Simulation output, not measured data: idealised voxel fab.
Process module heading - voxel released beams
We display cut, a cross-section 280 nm in width whose square cells are each 5 nm.
Cross-section layout: square cells on a grid; listed as bands, top to bottom; a band spans one or more cell rows. Top height, bottom height, nm. Materials left to right, width each, nm. Single material + "full width" = fills band edge to edge. "empty" = empty. Basically, 0 is our baseline, since under it the wafer straight out of the box is all one material. The bottom band has no lower end and keeps on going down, so it looks like "0 down". The notation "30..40" denotes a width that varies across the rows of cells in the band, beginning at the first number in the top row, finishing at the second number in the bottom row, and changing by an identical amount from each row to the next. Given "identical to before" for a step, no cell of the cross-section differs between before and after that step. "Closed void roster" lists enclosed empty spaces (at least 8 cells, no open path upward to the top), each as width x height at distance from the left edge, in nm. Formally, on a step line, whatever follows the settings is a remark that the simulator itself makes on the step. A step line may carry the setting "overlay nm", which, for steps involving a mask, states the distance by which the mask lay to the right of its intended position; negative values denote displacement to the left.
# Process steps foreseen in the plan
1. RECEIVE [material Si]
2. CONFORMAL_DEP [material Al2O3] [thk nm 5]
3. DIRECTIONAL_DEP [material SiO2] [thk nm 10]
4. DIRECTIONAL_DEP [material aC] [thk nm 10]
5. PATTERN [tone open] [mask id ANCHOR] [material resist] [width nm 40] [thk nm 25] [overlay nm 0]
6. DIRECTIONAL_ETCH [etch materials aC] [depth nm 10]
7. STRIP [etch materials resist]
8. DIRECTIONAL_ETCH [etch materials SiO2] [depth nm 10]
9. STRIP [etch materials aC]
10. CONFORMAL_DEP [material SiN] [thk nm 15]
11. MASKED_ETCH [tone cover] [mask id BEAM] [width nm 85] [etch materials SiN] [depth nm 15] [overlay nm 0]
12. STRIP [etch materials SiO2]
# First wafer, two in total, run as planned
# Cross-section of the wafer as it came to us, i.e., already through step 1
* 0 down: Si full width
* Closed void roster: none
# The wafer in cross-section once step 2 is complete
* 5 to 0: Al2O3 full width
* Whatever lies below 0 is exactly as it was before.
# The wafer in cross-section once step 3 is complete
* 15 to 5: SiO2 full width
* Whatever lies below 5 is exactly as it was before.
# The wafer in cross-section once step 4 is complete
* 25 to 15: aC full width
* Whatever lies below 15 is exactly as it was before.
# The wafer in cross-section once step 5 is complete
* 50 to 25: resist 100 nm  empty 40 nm  resist 140 nm
* Whatever lies below 25 is exactly as it was before.
# The wafer in cross-section once step 6 is complete
* 40 to 25: resist 100 nm  empty 40 nm  resist 140 nm
* 25 to 15: aC 100 nm  empty 40 nm  aC 140 nm
* Whatever lies below 15 is exactly as it was before.
# The wafer in cross-section once step 7 is complete
* 25 to 15: aC 100 nm  empty 40 nm  aC 140 nm
* Whatever lies below 15 is exactly as it was before.
# The wafer in cross-section once step 8 is complete
* 25 to 15: aC 100 nm  empty 40 nm  aC 140 nm
* 15 to 5: SiO2 100 nm  empty 40 nm  SiO2 140 nm
* Whatever lies below 5 is exactly as it was before.
# The wafer in cross-section once step 9 is complete
* 15 to 5: SiO2 100 nm  empty 40 nm  SiO2 140 nm
* Whatever lies below 5 is exactly as it was before.
# The wafer in cross-section once step 10 is complete
* 30 to 20: SiN 115 nm  empty 10 nm  SiN 155 nm
* 20 to 15: SiN full width
* 15 to 5: SiO2 100 nm  SiN 40 nm  SiO2 140 nm
* Whatever lies below 5 is exactly as it was before.
# The wafer in cross-section once step 11 is complete
* 30 to 20: empty 95 nm  SiN 20 nm  empty 10 nm  SiN 55 nm  empty 100 nm
* 20 to 15: empty 95 nm  SiN 85 nm  empty 100 nm
* Whatever lies below 15 is exactly as it was before.
# The wafer in cross-section once step 12 is complete
* 30 to 20: empty 95 nm  SiN 20 nm  empty 10 nm  SiN 55 nm  empty 100 nm
* 20 to 15: empty 95 nm  SiN 85 nm  empty 100 nm
* 15 to 5: empty 100 nm  SiN 40 nm  empty 140 nm
* Whatever lies below 5 is exactly as it was before.
# Now the other wafer: same start, same recipe, but we messed up one thing when running it. Up to and including step 4 it's the same as the first one
# Cross-sectional view of the second wafer at the intended end time of process step 5
* 50 to 25: resist 110 nm  empty 40 nm  resist 130 nm
* Whatever lies below 25 is exactly as it was before.
# Cross-sectional view of the second wafer at the intended end time of process step 6
* 40 to 25: resist 110 nm  empty 40 nm  resist 130 nm
* 25 to 15: aC 110 nm  empty 40 nm  aC 130 nm
* Whatever lies below 15 is exactly as it was before.
# Cross-sectional view of the second wafer at the intended end time of process step 7
* 25 to 15: aC 110 nm  empty 40 nm  aC 130 nm
* Whatever lies below 15 is exactly as it was before.
# Cross-sectional view of the second wafer at the intended end time of process step 8
* 25 to 15: aC 110 nm  empty 40 nm  aC 130 nm
* 15 to 5: SiO2 110 nm  empty 40 nm  SiO2 130 nm
* Whatever lies below 5 is exactly as it was before.
# Cross-sectional view of the second wafer at the intended end time of process step 9
* 15 to 5: SiO2 110 nm  empty 40 nm  SiO2 130 nm
* Whatever lies below 5 is exactly as it was before.
# Cross-sectional view of the second wafer at the intended end time of process step 10
* 30 to 20: SiN 125 nm  empty 10 nm  SiN 145 nm
* 20 to 15: SiN full width
* 15 to 5: SiO2 110 nm  SiN 40 nm  SiO2 130 nm
* Whatever lies below 5 is exactly as it was before.
# Cross-sectional view of the second wafer at the intended end time of process step 11
* 30 to 20: empty 95 nm  SiN 30 nm  empty 10 nm  SiN 45 nm  empty 100 nm
* 20 to 15: empty 95 nm  SiN 85 nm  empty 100 nm
* Whatever lies below 15 is exactly as it was before.
# Cross-sectional view of the second wafer at the intended end time of process step 12
* 30 to 20: empty 95 nm  SiN 30 nm  empty 10 nm  SiN 45 nm  empty 100 nm
* 20 to 15: empty 95 nm  SiN 85 nm  empty 100 nm
* 15 to 5: empty 110 nm  SiN 40 nm  empty 130 nm
* Whatever lies below 5 is exactly as it was before.
Diagnosis: not per plan at step 5, really ran PATTERN [tone open] [mask id ANCHOR] [material resist] [width nm 40] [thk nm 25] [overlay nm 10]
at the end the second wafer has, in cells: as many of each material as the first, in other places
